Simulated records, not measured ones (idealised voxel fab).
Documented hereafter: the process module known as voxel ribs on slabs.
It is cross-section cut that appears here, measuring 155 nm in width, its square cells being 5 nm in size.
In what follows, cross-sections appear as grids of square cells, described through bands that run from the top down, where every band is one or more rows of cells.
Look at the band entry: it leads with the top's height and the bottom's height in nm. Then it lists the materials left to right, with a width in nm for each. The word "throughout" on a single material says that material fills the band edge to edge. The word "air" is empty space.
Heights are reckoned from 0. Under this level, the received wafer is all of one material. The bottommost band is open-ended downward, for example "0 down".
Think of "30 to 40" as a width that walks from the first number to the second as you go down the band, top row to bottom row, taking equal-sized steps from row to row.
Reading "nothing changed" for a step: not a cell of the cross-section changed in it.
You'll see "Closed void list" listing empty spaces that have no way open to the top, as long as they're 8 cells or more; the notation is width x height at distance, where the distance is from the left edge, and all of it is in nm.
On a step's line, text after the settings is the simulator commenting on that step.
A step's line can hold "overlay nm"; with a mask on that step, the setting says how far right of the planned place the mask lay, while a negative setting says it lay to the left.
[The planned process steps are enumerated hereunder]
1,RECEIVE: material Si
2,DIRECTIONAL_DEP: material SiO2, thk nm 30
3,DIRECTIONAL_DEP: material polySi, thk nm 25
4,PATTERN: tone cover, mask id RIB, material resist, width nm 30, thk nm 15, overlay nm 0
5,DIRECTIONAL_ETCH: etch materials polySi, depth nm 10
6,STRIP: etch materials resist
7,MASKED_ETCH: tone cover, mask id SLAB, width nm 60, etch materials polySi, depth nm 15, overlay nm 0
8,FILL_DEP: material SiO2, thk nm 25
9,CMP: height nm 70
10,DIRECTIONAL_DEP: material W, thk nm 10
11,PATTERN: tone cover, mask id HEATER, material resist, width nm 40, thk nm 15, overlay nm 0
12,DIRECTIONAL_ETCH: etch materials W, depth nm 10
13,STRIP: etch materials resist
14,CONFORMAL_DEP: material SiO2, thk nm 10
[First out of two wafers; run went to plan]
[Cross-section of the wafer as it came to us, i.e., already through step 1]
    0 down  Si throughout
    Closed void list: none
[Sectional view: wafer, after step 2]
    30 to 0  SiO2 throughout
    At heights below 0, the structure remains unaltered.
[Sectional view: wafer, after step 3]
    55 to 30  polySi throughout
    At heights below 30, the structure remains unaltered.
[Sectional view: wafer, after step 4]
    70 to 55  air (60)  resist (30)  air (65)
    At heights below 55, the structure remains unaltered.
[Sectional view: wafer, after step 5]
    70 to 55  air (60)  resist (30)  air (65)
    55 to 45  air (60)  polySi (30)  air (65)
    At heights below 45, the structure remains unaltered.
[Sectional view: wafer, after step 6]
    55 to 45  air (60)  polySi (30)  air (65)
    At heights below 45, the structure remains unaltered.
[Sectional view: wafer, after step 7]
    55 to 45  air (60)  polySi (30)  air (65)
    45 to 30  air (45)  polySi (60)  air (50)
    At heights below 30, the structure remains unaltered.
[Sectional view: wafer, after step 8]
    80 to 55  SiO2 throughout
    55 to 45  SiO2 (60)  polySi (30)  SiO2 (65)
    45 to 30  SiO2 (45)  polySi (60)  SiO2 (50)
    At heights below 30, the structure remains unaltered.
[Sectional view: wafer, after step 9]
    70 to 55  SiO2 throughout
    At heights below 55, the structure remains unaltered.
[Sectional view: wafer, after step 10]
    80 to 70  W throughout
    At heights below 70, the structure remains unaltered.
[Sectional view: wafer, after step 11]
    95 to 80  air (55)  resist (40)  air (60)
    At heights below 80, the structure remains unaltered.
[Sectional view: wafer, after step 12]
    95 to 80  air (55)  resist (40)  air (60)
    80 to 70  air (55)  W (40)  air (60)
    At heights below 70, the structure remains unaltered.
[Sectional view: wafer, after step 13]
    80 to 70  air (55)  W (40)  air (60)
    At heights below 70, the structure remains unaltered.
[Sectional view: wafer, after step 14]
    90 to 80  air (45)  SiO2 (60)  air (50)
    80 to 70  SiO2 (55)  W (40)  SiO2 (60)
    At heights below 70, the structure remains unaltered.
[For the second wafer, take the first wafer's start and plan, then add one mistake made in running it; everything through step 1, that step included, is shared with the first]
[Second wafer, cross-section, planned end of step 2]
    25 to 0  polySi throughout
    At heights below 0, the structure remains unaltered.
[Second wafer, cross-section, planned end of step 3]
    55 to 25  SiO2 throughout
    At heights below 25, the structure remains unaltered.
[Second wafer, cross-section, planned end of step 4]
    70 to 55  air (60)  resist (30)  air (65)
    At heights below 55, the structure remains unaltered.
Second wafer, cross-section, planned end of step 5: nothing changed
[Second wafer, cross-section, planned end of step 6]
    55 to 25  SiO2 throughout
    At heights below 25, the structure remains unaltered.
Second wafer, cross-section, planned end of step 7: nothing changed
[Second wafer, cross-section, planned end of step 8]
    80 to 25  SiO2 throughout
    At heights below 25, the structure remains unaltered.
[Second wafer, cross-section, planned end of step 9]
    70 to 25  SiO2 throughout
    At heights below 25, the structure remains unaltered.
[Second wafer, cross-section, planned end of step 10]
    80 to 70  W throughout
    At heights below 70, the structure remains unaltered.
[Second wafer, cross-section, planned end of step 11]
    95 to 80  air (55)  resist (40)  air (60)
    At heights below 80, the structure remains unaltered.
[Second wafer, cross-section, planned end of step 12]
    95 to 80  air (55)  resist (40)  air (60)
    80 to 70  air (55)  W (40)  air (60)
    At heights below 70, the structure remains unaltered.
[Second wafer, cross-section, planned end of step 13]
    80 to 70  air (55)  W (40)  air (60)
    At heights below 70, the structure remains unaltered.
[Second wafer, cross-section, planned end of step 14]
    90 to 80  air (45)  SiO2 (60)  air (50)
    80 to 70  SiO2 (55)  W (40)  SiO2 (60)
    At heights below 70, the structure remains unaltered.
Short version of what went wrong: the run placed steps 2 and 3 each in the position the plan gave to the other
Final tally in cells, some materials are higher or lower on the second wafer than on the first: 107 fewer of SiO2, 107 more of polySi
